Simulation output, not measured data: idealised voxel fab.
Documented hereafter: the process module known as voxel ribs on slabs.
The cross-section on display is named cut; it measures 185 nm wide, and its cells are 5 nm squares.
We lay out every cross-section as a grid of square cells and spell it out in bands from the top down, where one band means one or more rows of cells.
Top, bottom (nm), then materials left to right with widths (nm); lone material tagged "everywhere" fills the whole band edge to edge; "blank" = empty space.
We count height from 0. Below that, the starting wafer is all one material. The lowest band never ends at the bottom but goes on down; see "0 down" for how that is written.
Per-row width for "30..40": begins at first number (top row of band), ends at second number (bottom row), increment between rows held constant.
Take "nothing was modified" at face value: in the step it is given for, the cross-section changed in none of its cells.
"Enclosed voids" contains a list of empty spaces, each no smaller than 8 cells and without an open way to the top, written in the form width x height at distance with the distance from the left edge and all three in nm.
That trailing text on a step's line, after the settings, is the simulator's own remark on the step.
The setting "overlay nm" may be written on the line of a step. When the step uses a mask, the value reports how far to the right of the planned place the mask lay, and a negative value reports that it lay to the left.
**List of planned process steps**
- 1: RECEIVE (material Si)
- 2: DIRECTIONAL_DEP (material SiO2; thk nm 20)
- 3: DIRECTIONAL_DEP (material polySi; thk nm 15)
- 4: MASKED_ETCH (tone cover; mask id RIB; width nm 15; etch materials polySi; depth nm 5; overlay nm 0)
- 5: MASKED_ETCH (tone cover; mask id SLAB; width nm 55; etch materials polySi; depth nm 10; overlay nm 0)
- 6: FILL_DEP (material SiO2; thk nm 20)
- 7: CMP (height nm 45)
- 8: DIRECTIONAL_DEP (material TiN; thk nm 5)
- 9: DIRECTIONAL_DEP (material aC; thk nm 10)
- 10: PATTERN (tone cover; mask id HEATER; material resist; width nm 25; thk nm 30; overlay nm 0)
- 11: DIRECTIONAL_ETCH (etch materials aC; depth nm 10)
- 12: STRIP (etch materials resist)
- 13: DIRECTIONAL_ETCH (etch materials TiN; depth nm 5)
- 14: STRIP (etch materials aC)
- 15: CONFORMAL_DEP (material SiN; thk nm 5)
**first wafer, as planned**
**This is the cross-section of the wafer as we received it, i.e. after step 1**
0 down: Si everywhere
Enclosed voids: none
**Cross-section of the wafer after step 2**
20 to 0: SiO2 everywhere
Beneath the level 0, the cross-section is identical to its previous state.
**Cross-section of the wafer after step 3**
35 to 20: polySi everywhere
Beneath the level 20, the cross-section is identical to its previous state.
**Cross-section of the wafer after step 4**
35 to 30: blank 85; polySi 15; blank 85
Beneath the level 30, the cross-section is identical to its previous state.
**Cross-section of the wafer after step 5**
35 to 30: blank 85; polySi 15; blank 85
30 to 20: blank 65; polySi 55; blank 65
Beneath the level 20, the cross-section is identical to its previous state.
**Cross-section of the wafer after step 6**
55 to 35: SiO2 everywhere
35 to 30: SiO2 85; polySi 15; SiO2 85
30 to 20: SiO2 65; polySi 55; SiO2 65
Beneath the level 20, the cross-section is identical to its previous state.
**Cross-section of the wafer after step 7**
45 to 35: SiO2 everywhere
Beneath the level 35, the cross-section is identical to its previous state.
**Cross-section of the wafer after step 8**
50 to 45: TiN everywhere
Beneath the level 45, the cross-section is identical to its previous state.
**Cross-section of the wafer after step 9**
60 to 50: aC everywhere
Beneath the level 50, the cross-section is identical to its previous state.
**Cross-section of the wafer after step 10**
90 to 60: blank 80; resist 25; blank 80
Beneath the level 60, the cross-section is identical to its previous state.
**Cross-section of the wafer after step 11**
80 to 60: blank 80; resist 25; blank 80
60 to 50: blank 80; aC 25; blank 80
Beneath the level 50, the cross-section is identical to its previous state.
**Cross-section of the wafer after step 12**
60 to 50: blank 80; aC 25; blank 80
Beneath the level 50, the cross-section is identical to its previous state.
**Cross-section of the wafer after step 13**
60 to 50: blank 80; aC 25; blank 80
50 to 45: blank 80; TiN 25; blank 80
Beneath the level 45, the cross-section is identical to its previous state.
**Cross-section of the wafer after step 14**
50 to 45: blank 80; TiN 25; blank 80
Beneath the level 45, the cross-section is identical to its previous state.
**Cross-section of the wafer after step 15**
55 to 50: blank 75; SiN 35; blank 75
50 to 45: SiN 80; TiN 25; SiN 80
Beneath the level 45, the cross-section is identical to its previous state.
**Wafer two of the pair: same origin, same plan, one error during the run; identical to wafer one up to and including step 14**
Cross-section of the second wafer when, according to plan, step 15 should have finished: nothing was modified
Diagnosis: step 15 of the plan was omitted and not executed
Materials where the second wafer ends with more or fewer cells than the first: 39 fewer of SiN
